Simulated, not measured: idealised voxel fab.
The process module presented herein is designated voxel spacer lines.
The width of the displayed cross-section, cut, is 245 nm; its cells are square, with a size of 5 nm.
If you're reading a cross-section in this doc, picture square cells in a grid; it comes to you as bands, top ones listed first down to the bottom, and a band can be one or more rows of cells.
Band: top and bottom heights (nm) first, top before bottom; then materials from left to right, widths in nm. "throughout" marks a sole material filling the band edge to edge. "blank" denotes empty space.
Heights from 0 (as-received wafer is one material below). Bottom band endless downward, as "from 0 down".
Width "30->40": first value at the band's top row of cells, second value at its bottom row, equal change from row to row.
Step marked "changes: none"? Then no cell in the cross-section changed in it.
Listed in "Voids lacking openings": every empty space of 8 or more cells without an open way to the top. Form: width x height at distance, the distance being from the left edge, all in nm.
It should be noted that, on the line of a given step, the content following the step's settings is a remark produced by the simulator itself with respect to that step.
overlay nm: how far to the right of its planned place the mask lay on this masked step (negative: to the left).
## Process steps (planned)
- 1: RECEIVE: material Si
- 2: CONFORMAL_DEP: material Al2O3, thk nm 10
- 3: DIRECTIONAL_DEP: material SiN, thk nm 20
- 4: DIRECTIONAL_DEP: material aC, thk nm 20
- 5: PATTERN: tone cover, mask id MANDREL, material resist, width nm 15, pitch nm 70, thk nm 30, overlay nm 0
- 6: DIRECTIONAL_ETCH: etch materials aC, depth nm 20
- 7: STRIP: etch materials resist
- 8: CONFORMAL_DEP: material SiO2, thk nm 10
- 9: DIRECTIONAL_ETCH: etch materials SiO2, depth nm 10
- 10: STRIP: etch materials aC
- 11: DIRECTIONAL_ETCH: etch materials SiN, depth nm 20
- 12: STRIP: etch materials SiO2
Across this set of wafers, the varied parameter is the width nm of step 5. Starting conditions are identical for every wafer, and the plan reports the value assigned to the first wafer.
## As-received state after step 1, first of several wafers, cross-section
from 0 down  Si throughout
Voids lacking openings: none
## Tabulated below, wafer by wafer, are the end-of-module results: for each material, the number of cells gained (+) or lost (-) relative to the as-received state, followed by the closed voids
width nm 15 | +98 Al2O3 | +32 SiN | Voids lacking openings: none
width nm 20 | +98 Al2O3 | +32 SiN | Voids lacking openings: none
width nm 25 | +98 Al2O3 | +32 SiN | Voids lacking openings: none
width nm 30 | +98 Al2O3 | +32 SiN | Voids lacking openings: none
width nm 35 | +98 Al2O3 | +32 SiN | Voids lacking openings: none
width nm 40 | +98 Al2O3 | +32 SiN | Voids lacking openings: none
